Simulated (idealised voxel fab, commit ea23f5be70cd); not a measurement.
The following is a process module called voxel gate over fins.
Displayed cross-section: cut, width of 165 nm, square cells sized 5 nm.
If you're reading a cross-section in this doc, picture square cells in a grid; it comes to you as bands, top ones listed first down to the bottom, and a band can be one or more rows of cells.
Quick guide to a band line: top height, bottom height (nm) up front; then every material left to right with its width in nm. Only one material and it's marked "all across"? Then it fills the band edge to edge. And "blank" just means empty space.
Ref level 0: as-received wafer is one material below here. Bottom band extends down with no lower bound ("0 down").
So if you see something like "30..40" for the width, read it as the top row of the band sitting at the first number and the bottom row at the second, with every row in between moving by the same amount as the last.
No cell of the cross-section changed in a step that is given as "left unchanged".
"Sealed-off cavities": empty spaces of 8 cells or more with no open way to the top, each given as width x height at distance, distance from the left edge, all in nm.
The remark found on a step's line after its settings is issued by the simulator itself and pertains to that step.
overlay nm: where the mask lay relative to plan, measured to the right, on steps with a mask; negatives go left.

### So here's the lineup of process steps we planned
1) RECEIVE | material Si
2) CONFORMAL_DEP | material SiN | thk nm 5
3) DIRECTIONAL_DEP | material aC | thk nm 15
4) PATTERN | tone cover | mask id FINS | material resist | width nm 15 | pitch nm 40 | thk nm 35 | overlay nm 0
5) DIRECTIONAL_ETCH | etch materials aC | depth nm 15
6) STRIP | etch materials resist
7) DIRECTIONAL_ETCH | etch materials SiN | depth nm 5
8) DIRECTIONAL_ETCH | etch materials Si | depth nm 35
9) STRIP | etch materials aC
10) FILL_DEP | material SiO2 | thk nm 5
11) CMP | height nm 5
12) SELECTIVE_ETCH | etch materials SiO2 | depth nm 15
13) STRIP | etch materials SiN
14) CONFORMAL_DEP | material HfO2 | thk nm 5
15) CONFORMAL_DEP | material TiN | thk nm 5
16) FILL_DEP | material W | thk nm 15
17) CMP | height nm 20
18) CONFORMAL_DEP | material SiN | thk nm 10

### Cross-sectional view of the wafer in its as-received condition, corresponding to the state after step 1
    0 down: Si all across
    Sealed-off cavities: none

### Look at the cross-section after the module: the wafer started out the way shown above and the plan was the one shown above, yet one mistake was made along the way
    30 to 20: SiN all across
    20 to 5: W all across
    5 to 0: W (10), TiN (25), W (15), TiN (25), W (15), TiN (25), W (15), TiN (25), W (10)
    0 to -5: W (10), TiN (5), Si (15), TiN (5), W (15), TiN (5), Si (15), TiN (5), W (15), TiN (5), Si (15), TiN (5), W (15), TiN (5), Si (15), TiN (5), W (10)
    -5 to -10: TiN (15), Si (15), TiN (25), Si (15), TiN (25), Si (15), TiN (25), Si (15), TiN (15)
    -10 to -35: SiO2 (15), Si (15), SiO2 (25), Si (15), SiO2 (25), Si (15), SiO2 (25), Si (15), SiO2 (15)
    -35 down: Si all across
    Sealed-off cavities: none
Here's what went sideways: step 14 from the plan never happened, it was just skipped
